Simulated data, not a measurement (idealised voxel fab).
Name of the process module below: voxel self aligned contacts
The cross-section shown here is cut; it is 270 nm wide and divided into square cells measuring 5 nm on a side.
Cross-section, as written here: a square-cell grid given band by band from the top down, where a band holds one or more rows of cells.
Each band's line starts with the height of the band's top and of its bottom, in nm. Then come its materials from left to right, each with its width in nm. One material with "everywhere" fills the band from edge to edge. "air" is empty space.
Where do heights start? At 0: under that level the wafer as delivered is made of one material only. And the lowest band has no floor; it just carries on downward, as in "0 down".
Note: "30..40" means the width goes from the first number (top row of the band) to the second number (bottom row) in equal steps per row of cells.
Take "no change" at face value: in the step it is given for, the cross-section changed in none of its cells.
Listed in "Unvented internal voids": every empty space of 8 or more cells without an open way to the top. Form: width x height at distance, the distance being from the left edge, all in nm.
If you see something after the settings on a step's line, that's the simulator's own remark about that step.
For masked steps, "overlay nm" on the step line gives how far right of plan the mask actually lay; a minus sign means it lay to the left.

-- Here's what the planned process steps look like
1: RECEIVE | material Si
2: OXIDIZE | depth nm 5
3: DIRECTIONAL_DEP | material polySi | thk nm 20
4: DIRECTIONAL_DEP | material SiN | thk nm 20
5: MASKED_ETCH | tone cover | mask id GATE | width nm 25 | pitch nm 60 | etch materials SiN | depth nm 20 | overlay nm 0
6: MASKED_ETCH | tone cover | mask id GATE | width nm 25 | pitch nm 60 | etch materials polySi | depth nm 20 | overlay nm 0
7: CONFORMAL_DEP | material SiN | thk nm 5
8: DIRECTIONAL_ETCH | etch materials SiN | depth nm 5
9: FILL_DEP | material SiO2 | thk nm 10
10: CMP | height nm 45
11: PATTERN | tone open | mask id CONTACT | material resist | width nm 45 | thk nm 15 | overlay nm 0
12: DIRECTIONAL_ETCH | etch materials SiO2 | depth nm 50
13: STRIP | etch materials resist
14: CONFORMAL_DEP | material TiN | thk nm 5
15: FILL_DEP | material W | thk nm 5
16: CMP | height nm 45
17: CONFORMAL_DEP | material SiCN | thk nm 5

-- Concerning the first of two wafers, which was run in accordance with the plan

-- As received (post step 1): cross-section
- 0 down | Si everywhere
- Unvented internal voids: none

-- You're looking at a cross-section of the wafer after step 2
- 0 to -5 | SiO2 everywhere
- Everything below -5 is unchanged.

-- You're looking at a cross-section of the wafer after step 3
- 20 to 0 | polySi everywhere
- Everything below 0 is unchanged.

-- You're looking at a cross-section of the wafer after step 4
- 40 to 20 | SiN everywhere
- Everything below 20 is unchanged.

-- You're looking at a cross-section of the wafer after step 5
- 40 to 20 | 90 air / 25 SiN / 35 air / 25 SiN / 95 air
- Everything below 20 is unchanged.

-- You're looking at a cross-section of the wafer after step 6
- 40 to 20 | 90 air / 25 SiN / 35 air / 25 SiN / 95 air
- 20 to 0 | 90 air / 25 polySi / 35 air / 25 polySi / 95 air
- Everything below 0 is unchanged.

-- You're looking at a cross-section of the wafer after step 7
- 45 to 20 | 85 air / 35 SiN / 25 air / 35 SiN / 90 air
- 20 to 5 | 85 air / 5 SiN / 25 polySi / 5 SiN / 25 air / 5 SiN / 25 polySi / 5 SiN / 90 air
- 5 to 0 | 90 SiN / 25 polySi / 35 SiN / 25 polySi / 95 SiN
- Everything below 0 is unchanged.

-- You're looking at a cross-section of the wafer after step 8
- 40 to 20 | 85 air / 35 SiN / 25 air / 35 SiN / 90 air
- 20 to 0 | 85 air / 5 SiN / 25 polySi / 5 SiN / 25 air / 5 SiN / 25 polySi / 5 SiN / 90 air
- Everything below 0 is unchanged.

-- You're looking at a cross-section of the wafer after step 9
- 50 to 40 | SiO2 everywhere
- 40 to 20 | 85 SiO2 / 35 SiN / 25 SiO2 / 35 SiN / 90 SiO2
- 20 to 0 | 85 SiO2 / 5 SiN / 25 polySi / 5 SiN / 25 SiO2 / 5 SiN / 25 polySi / 5 SiN / 90 SiO2
- Everything below 0 is unchanged.

-- You're looking at a cross-section of the wafer after step 10
- 45 to 40 | SiO2 everywhere
- Everything below 40 is unchanged.

-- You're looking at a cross-section of the wafer after step 11
- 60 to 45 | 110 resist / 45 air / 115 resist
- Everything below 45 is unchanged.

-- You're looking at a cross-section of the wafer after step 12
- 60 to 45 | 110 resist / 45 air / 115 resist
- 45 to 40 | 110 SiO2 / 45 air / 115 SiO2
- 40 to 20 | 85 SiO2 / 35 SiN / 25 air / 35 SiN / 90 SiO2
- 20 to 0 | 85 SiO2 / 5 SiN / 25 polySi / 5 SiN / 25 air / 5 SiN / 25 polySi / 5 SiN / 90 SiO2
- 0 to -5 | 120 SiO2 / 25 air / 125 SiO2
- Everything below -5 is unchanged.

-- You're looking at a cross-section of the wafer after step 13
- 45 to 40 | 110 SiO2 / 45 air / 115 SiO2
- Everything below 40 is unchanged.

-- You're looking at a cross-section of the wafer after step 14
- 50 to 45 | 115 TiN / 35 air / 120 TiN
- 45 to 40 | 110 SiO2 / 15 TiN / 15 air / 15 TiN / 115 SiO2
- 40 to 20 | 85 SiO2 / 35 SiN / 5 TiN / 15 air / 5 TiN / 35 SiN / 90 SiO2
- 20 to 0 | 85 SiO2 / 5 SiN / 25 polySi / 5 SiN / 5 TiN / 15 air / 5 TiN / 5 SiN / 25 polySi / 5 SiN / 90 SiO2
- 0 to -5 | 120 SiO2 / 25 TiN / 125 SiO2
- Everything below -5 is unchanged.

-- You're looking at a cross-section of the wafer after step 15
- 55 to 50 | W everywhere
- 50 to 45 | 115 TiN / 35 W / 120 TiN
- 45 to 40 | 110 SiO2 / 15 TiN / 15 W / 15 TiN / 115 SiO2
- 40 to 20 | 85 SiO2 / 35 SiN / 5 TiN / 15 W / 5 TiN / 35 SiN / 90 SiO2
- 20 to 0 | 85 SiO2 / 5 SiN / 25 polySi / 5 SiN / 5 TiN / 15 W / 5 TiN / 5 SiN / 25 polySi / 5 SiN / 90 SiO2
- Everything below 0 is unchanged.

-- You're looking at a cross-section of the wafer after step 16
- 45 to 40 | 110 SiO2 / 15 TiN / 15 W / 15 TiN / 115 SiO2
- Everything below 40 is unchanged.

-- You're looking at a cross-section of the wafer after step 17
- 50 to 45 | SiCN everywhere
- Everything below 45 is unchanged.

-- Notes, second wafer: start = first wafer's, plan = first wafer's, execution had one mistake; history identical to first through step 10

-- Second wafer: cross-section at the scheduled end of step 11
- 60 to 45 | 110 air / 45 resist / 115 air
- Everything below 45 is unchanged.

-- Second wafer: cross-section at the scheduled end of step 12
- 60 to 45 | 110 air / 45 resist / 115 air
- 45 to 40 | 110 air / 45 SiO2 / 115 air
- 40 to 20 | 85 air / 35 SiN / 25 SiO2 / 35 SiN / 90 air
- 20 to 0 | 85 air / 5 SiN / 25 polySi / 5 SiN / 25 SiO2 / 5 SiN / 25 polySi / 5 SiN / 90 air
- 0 to -5 | 85 air / 95 SiO2 / 90 air
- Everything below -5 is unchanged.

-- Second wafer: cross-section at the scheduled end of step 13
- 45 to 40 | 110 air / 45 SiO2 / 115 air
- Everything below 40 is unchanged.

-- Second wafer: cross-section at the scheduled end of step 14
- 50 to 45 | 105 air / 55 TiN / 110 air
- 45 to 40 | 80 air / 30 TiN / 45 SiO2 / 30 TiN / 85 air
- 40 to 20 | 80 air / 5 TiN / 35 SiN / 25 SiO2 / 35 SiN / 5 TiN / 85 air
- 20 to 0 | 80 air / 5 TiN / 5 SiN / 25 polySi / 5 SiN / 25 SiO2 / 5 SiN / 25 polySi / 5 SiN / 5 TiN / 85 air
- 0 to -5 | 85 TiN / 95 SiO2 / 90 TiN
- Everything below -5 is unchanged.

-- Second wafer: cross-section at the scheduled end of step 15
- 55 to 50 | W everywhere
- 50 to 45 | 105 W / 55 TiN / 110 W
- 45 to 40 | 80 W / 30 TiN / 45 SiO2 / 30 TiN / 85 W
- 40 to 20 | 80 W / 5 TiN / 35 SiN / 25 SiO2 / 35 SiN / 5 TiN / 85 W
- 20 to 0 | 80 W / 5 TiN / 5 SiN / 25 polySi / 5 SiN / 25 SiO2 / 5 SiN / 25 polySi / 5 SiN / 5 TiN / 85 W
- Everything below 0 is unchanged.

-- Second wafer: cross-section at the scheduled end of step 16
- 45 to 40 | 80 W / 30 TiN / 45 SiO2 / 30 TiN / 85 W
- Everything below 40 is unchanged.

-- Second wafer: cross-section at the scheduled end of step 17
- 50 to 45 | SiCN everywhere
- Everything below 45 is unchanged.
It is concluded that the wafer was processed incorrectly with respect to the plan, in that not per plan at step 11, really ran PATTERN | tone cover | mask id CONTACT | material resist | width nm 45 | thk nm 15 | overlay nm 0
Upon completion, the second wafer contains, in terms of cells, a greater or smaller amount of certain materials than the first wafer: 306 fewer of SiO2, 36 more of TiN, 270 more of W
